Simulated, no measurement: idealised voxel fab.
This section sets out a process module, namely voxel self aligned vias.
Square cell edge 5 nm, section width 180 nm, ID cut.
We lay out every cross-section as a grid of square cells and spell it out in bands from the top down, where one band means one or more rows of cells.
In this notation a band is specified by the heights of its top and bottom, in that order and in nm, after which its materials appear from left to right, each paired with its width in nm. The word "edge to edge" attached to a single material means that material fills the band from edge to edge; the word "air" stands for empty space.
We count height from 0. Below that, the starting wafer is all one material. The lowest band never ends at the bottom but goes on down; see "0..down" for how that is written.
Graded width ("30 to 40"): value in top row of band = first number; value in bottom row = second number; row-to-row change constant.
"nothing different" -> step changed no cross-section cell.
The label "closed voids" introduces a list of the empty spaces, 8 cells or larger, that have no open way up to the top; each entry in it reads width x height at distance, where the distance is taken from the left edge and all three are stated in nm.
Step line, after settings: the simulator's comment on this step.
The "overlay nm" setting may appear on a step's line; for a step that uses a mask, it gives how far to the right of its planned position the mask lay, and a negative value indicates the left.
LIST OF PLANNED PROCESS STEPS
1. RECEIVE (material Si)
2. CONFORMAL_DEP (material SiO2; thk nm 10)
3. CONFORMAL_DEP (material SiCN; thk nm 5)
4. DIRECTIONAL_DEP (material lowk; thk nm 25)
5. DIRECTIONAL_DEP (material aC; thk nm 15)
6. PATTERN (tone open; mask id LINES; material resist; width nm 30; pitch nm 55; thk nm 30; overlay nm 0)
7. DIRECTIONAL_ETCH (etch materials aC; depth nm 15)
8. STRIP (etch materials resist)
9. DIRECTIONAL_ETCH (etch materials lowk; depth nm 25)
10. STRIP (etch materials aC)
11. CONFORMAL_DEP (material TiN; thk nm 5)
12. FILL_DEP (material Ru; thk nm 5)
13. CMP (height nm 40)
14. SELECTIVE_ETCH (etch materials W Ru TiN; depth nm 10)
15. FILL_DEP (material SiN; thk nm 5)
16. CMP (height nm 40)
17. DIRECTIONAL_DEP (material lowk; thk nm 20)
18. DIRECTIONAL_DEP (material aC; thk nm 10)
19. PATTERN (tone open; mask id VIAS; material resist; width nm 40; pitch nm 55; thk nm 30; overlay nm 0)
20. DIRECTIONAL_ETCH (etch materials aC; depth nm 10)
21. STRIP (etch materials resist)
22. DIRECTIONAL_ETCH (etch materials lowk; depth nm 20)
23. DIRECTIONAL_ETCH (etch materials SiN; depth nm 10)
24. STRIP (etch materials aC)
25. CONFORMAL_DEP (material TiN; thk nm 5)
26. FILL_DEP (material Cu; thk nm 5)
27. CMP (height nm 60)
28. CONFORMAL_DEP (material SiCN; thk nm 5)
RECEIVED-STATE CROSS-SECTION, REFLECTING COMPLETION OF STEP 1
	0..down: Si edge to edge
	closed voids: none
CROSS-SECTIONAL VIEW OF THE FIRST OF THE TWO WAFERS UPON COMPLETION OF THE MODULE, PROCESSED IN ACCORDANCE WITH THE PLAN
	65..60: SiCN edge to edge
	60..45: lowk 40 / TiN 5 / Cu 30 / TiN 5 / lowk 15 / TiN 5 / Cu 30 / TiN 5 / lowk 45
	45..35: lowk 40 to 45 / TiN 10 to 5 / Cu 20 / TiN 10 to 5 / lowk 15 to 25 / TiN 10 to 5 / Cu 20 / TiN 10 to 5 / lowk 45 to 50
	35..30: lowk 45 / TiN 30 / lowk 25 / TiN 30 / lowk 50
	30..20: lowk 45 / TiN 5 / Ru 20 / TiN 5 / lowk 25 / TiN 5 / Ru 20 / TiN 5 / lowk 50
	20..15: lowk 45 / TiN 30 / lowk 25 / TiN 30 / lowk 50
	15..10: SiCN edge to edge
	10..0: SiO2 edge to edge
	0..down: Si edge to edge
	closed voids: none
CROSS-SECTIONAL VIEW OF THE SECOND OF TWO WAFERS UPON COMPLETION OF THE MODULE. THIS WAFER SHARED ITS STARTING CONDITION AND PROCESS PLAN WITH THE FIRST; ONE ERROR WAS MADE DURING ITS EXECUTION
	65..60: SiCN edge to edge
	60..45: lowk 40 / TiN 5 / Cu 30 / TiN 5 / lowk 15 / TiN 5 / Cu 30 / TiN 5 / lowk 45
	45..40: lowk 40 / TiN 40 / lowk 15 / TiN 40 / lowk 45
	40..30: SiN 40 / TiN 5 / lowk 30 / TiN 5 / SiN 15 / TiN 5 / lowk 30 / TiN 5 / SiN 45
	30..20: Ru 40 / TiN 5 / lowk 30 / TiN 5 / Ru 15 / TiN 5 / lowk 30 / TiN 5 / Ru 45
	20..15: TiN 45 / lowk 30 / TiN 25 / lowk 30 / TiN 50
	15..10: SiCN edge to edge
	10..0: SiO2 edge to edge
	0..down: Si edge to edge
	closed voids: none
In executing the process, a mistake was made relative to the plan: planned and actual differ for step 6; actual: PATTERN (tone cover; mask id LINES; material resist; width nm 30; pitch nm 55; thk nm 30; overlay nm 0)
FYI, end of process, the second wafer has more or fewer cells of some materials than the first: Cu: 16 fewer, Ru: 24 more, SiN: 40 more, TiN: 12 more, lowk: 60 fewer
